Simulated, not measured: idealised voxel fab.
A process module follows: voxel self aligned vias.
285 nm wide, 5 nm square cells: that's cross-section cut.
Format of a cross-section: grid, square cells. Given as bands. Order: top down. Band: one or more rows of cells. The band entry comprises the height of the band's top followed by the height of its bottom, expressed in nm, and subsequently the band's materials from left to right, each stated together with its width in nm. Where a single material is marked with the word "throughout", that material fills the band from edge to edge. The word "blank" represents empty space. Counting heights begins at 0, where everything beneath is, in the wafer as received, one material. The lowest band has no bottom; it goes on downwards, as "z 0 and below" shows. A two-number width, for instance "30->40", indicates that the width is equal to the first number in the top row of the band and to the second number in the bottom row, and that it changes by a constant amount per row of cells. "changes: none" after a step means that no cell of the cross-section changed. "Encapsulated voids": empty spaces of 8 cells or more with no open way to the top, each given as width x height at distance, distance from the left edge, all in nm. Step line, after settings: the simulator's comment on this step. overlay nm, on a step with a mask: how far to the right of its planned place the mask lay; to the left if negative.
-- The steps planned for the process are as follows
1: RECEIVE with material Si
2: CONFORMAL_DEP with material SiO2, thk nm 10
3: CONFORMAL_DEP with material SiCN, thk nm 5
4: DIRECTIONAL_DEP with material SiO2, thk nm 30
5: DIRECTIONAL_DEP with material aC, thk nm 10
6: PATTERN with tone open, mask id LINES, material resist, width nm 25, pitch nm 60, thk nm 25, overlay nm 0
7: DIRECTIONAL_ETCH with etch materials aC, depth nm 10
8: STRIP with etch materials resist
9: DIRECTIONAL_ETCH with etch materials SiO2, depth nm 30
10: STRIP with etch materials aC
11: CONFORMAL_DEP with material TiN, thk nm 5
12: FILL_DEP with material Ru, thk nm 10
13: CMP with height nm 45
14: SELECTIVE_ETCH with etch materials W Ru TiN, depth nm 10
15: FILL_DEP with material SiN, thk nm 10
16: CMP with height nm 45
17: DIRECTIONAL_DEP with material SiO2, thk nm 20
18: DIRECTIONAL_DEP with material aC, thk nm 10
19: PATTERN with tone open, mask id VIAS, material resist, width nm 45, pitch nm 60, thk nm 30, overlay nm 0
20: DIRECTIONAL_ETCH with etch materials aC, depth nm 10
21: STRIP with etch materials resist
22: DIRECTIONAL_ETCH with etch materials SiO2, depth nm 20
23: DIRECTIONAL_ETCH with etch materials SiN, depth nm 10
24: STRIP with etch materials aC
25: CONFORMAL_DEP with material TiN, thk nm 5
26: FILL_DEP with material Cu, thk nm 5
27: CMP with height nm 65
28: CONFORMAL_DEP with material SiN, thk nm 5
-- Cross-section of the wafer upon arrival, representing the state reached after step 1
z 0 and below | Si throughout
Encapsulated voids: none
-- Cross-sectional image of the first of two wafers at the end of the module, the run having proceeded as planned
z 70 to 65 | SiN throughout
z 65 to 50 | SiO2: 60, TiN: 5, Cu: 35, TiN: 5, SiO2: 15, TiN: 5, Cu: 35, TiN: 5, SiO2: 15, TiN: 5, Cu: 35, TiN: 5, SiO2: 60
z 50 to 40 | SiO2: 60->70, TiN: 15->5, Cu: 15, TiN: 15->5, SiO2: 15->35, TiN: 15->5, Cu: 15, TiN: 15->5, SiO2: 15->35, TiN: 15->5, Cu: 15, TiN: 15->5, SiO2: 60->70
z 40 to 35 | SiO2: 70, TiN: 25, SiO2: 35, TiN: 25, SiO2: 35, TiN: 25, SiO2: 70
z 35 to 20 | SiO2: 70, TiN: 5, Ru: 15, TiN: 5, SiO2: 35, TiN: 5, Ru: 15, TiN: 5, SiO2: 35, TiN: 5, Ru: 15, TiN: 5, SiO2: 70
z 20 to 15 | SiO2: 70, TiN: 25, SiO2: 35, TiN: 25, SiO2: 35, TiN: 25, SiO2: 70
z 15 to 10 | SiCN throughout
z 10 to 0 | SiO2 throughout
z 0 and below | Si throughout
Encapsulated voids: none
-- Second wafer of the two, sectioned at the end of the module. It began like the first and followed the same plan, but one mistake was made while running it
z 70 to 65 | SiN throughout
z 65 to 50 | SiO2: 60, TiN: 5, W: 35, TiN: 5, SiO2: 15, TiN: 5, W: 35, TiN: 5, SiO2: 15, TiN: 5, W: 35, TiN: 5, SiO2: 60
z 50 to 40 | SiO2: 60->70, TiN: 15->5, W: 15, TiN: 15->5, SiO2: 15->35, TiN: 15->5, W: 15, TiN: 15->5, SiO2: 15->35, TiN: 15->5, W: 15, TiN: 15->5, SiO2: 60->70
z 40 to 35 | SiO2: 70, TiN: 25, SiO2: 35, TiN: 25, SiO2: 35, TiN: 25, SiO2: 70
z 35 to 20 | SiO2: 70, TiN: 5, Ru: 15, TiN: 5, SiO2: 35, TiN: 5, Ru: 15, TiN: 5, SiO2: 35, TiN: 5, Ru: 15, TiN: 5, SiO2: 70
z 20 to 15 | SiO2: 70, TiN: 25, SiO2: 35, TiN: 25, SiO2: 35, TiN: 25, SiO2: 70
z 15 to 10 | SiCN throughout
z 10 to 0 | SiO2 throughout
z 0 and below | Si throughout
Encapsulated voids: none
Want to know what went wrong? step 26 was not run as planned; what actually ran was FILL_DEP with material W, thk nm 5
Final tally in cells, some materials are higher or lower on the second wafer than on the first: Cu -81; W +81
